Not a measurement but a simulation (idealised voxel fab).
Name of the process module below: voxel self aligned vias
Pictured: cross-section cut, 295 nm wide, on a grid of 5 nm square cells.
Cross-section = grid of square cells, listed top down in bands; band = one or more rows.
The band entry comprises the height of the band's top followed by the height of its bottom, expressed in nm, and subsequently the band's materials from left to right, each stated together with its width in nm. Where a single material is marked with the word "edge to edge", that material fills the band from edge to edge. The word "empty" represents empty space.
We count height from 0. Below that, the starting wafer is all one material. The lowest band never ends at the bottom but goes on down; see "0 down" for how that is written.
Think of "30..40" as a width that walks from the first number to the second as you go down the band, top row to bottom row, taking equal-sized steps from row to row.
Given "left unchanged" for a step, no cell of the cross-section differs between before and after that step.
Closed-off voids of 8+ cells (no open route to the top) go in "Closed void register", written width x height at distance from the left edge, in nm.
after a step's settings: what the simulator itself notes on the step
The setting "overlay nm" may be written on the line of a step. When the step uses a mask, the value reports how far to the right of the planned place the mask lay, and a negative value reports that it lay to the left.
Planned process steps:
1) RECEIVE with material Si
2) CONFORMAL_DEP with material SiO2, thk nm 10
3) CONFORMAL_DEP with material SiCN, thk nm 5
4) DIRECTIONAL_DEP with material lowk, thk nm 25
5) DIRECTIONAL_DEP with material aC, thk nm 10
6) PATTERN with tone open, mask id LINES, material resist, width nm 25, pitch nm 50, thk nm 30, overlay nm 0
7) DIRECTIONAL_ETCH with etch materials aC, depth nm 10
8) STRIP with etch materials resist
9) DIRECTIONAL_ETCH with etch materials lowk, depth nm 25
10) STRIP with etch materials aC
11) CONFORMAL_DEP with material TiN, thk nm 5
12) FILL_DEP with material Ru, thk nm 5
13) CMP with height nm 40
14) SELECTIVE_ETCH with etch materials W Ru TiN, depth nm 5
15) FILL_DEP with material SiN, thk nm 10
16) CMP with height nm 40
17) DIRECTIONAL_DEP with material lowk, thk nm 15
18) PATTERN with tone open, mask id VIAS, material resist, width nm 35, thk nm 15, overlay nm 0
19) DIRECTIONAL_ETCH with etch materials lowk, depth nm 15
20) DIRECTIONAL_ETCH with etch materials SiN, depth nm 5
21) STRIP with etch materials resist
22) CONFORMAL_DEP with material TiN, thk nm 5
23) FILL_DEP with material Cu, thk nm 10
24) CMP with height nm 55
25) CONFORMAL_DEP with material SiCN, thk nm 5
Cross-section, incoming material, after step 1:
> 0 down: Si edge to edge
> Closed void register: none
Module complete, cross-section. Starting point and plan per above. One mistake made in running the module:
> 60 to 55: SiCN edge to edge
> 55 to 45: 105 lowk | 5 TiN | 25 Cu | 5 TiN | 155 lowk
> 45 to 40: 105 lowk | 35 TiN | 155 lowk
> 40 to 35: 110 lowk | 5 TiN | 15 Cu | 5 TiN | 25 lowk | 5 SiN | 15 Cu | 5 SiN | 110 lowk
> 35 to 20: 110 lowk | 5 TiN | 15 Cu | 5 TiN | 25 lowk | 5 TiN | 15 Cu | 5 TiN | 110 lowk
> 20 to 15: 110 lowk | 25 TiN | 25 lowk | 25 TiN | 110 lowk
> 15 to 10: SiCN edge to edge
> 10 to 0: SiO2 edge to edge
> 0 down: Si edge to edge
> Closed void register: none
What went wrong in running the wafer? step 12 ran as: FILL_DEP with material Cu, thk nm 5
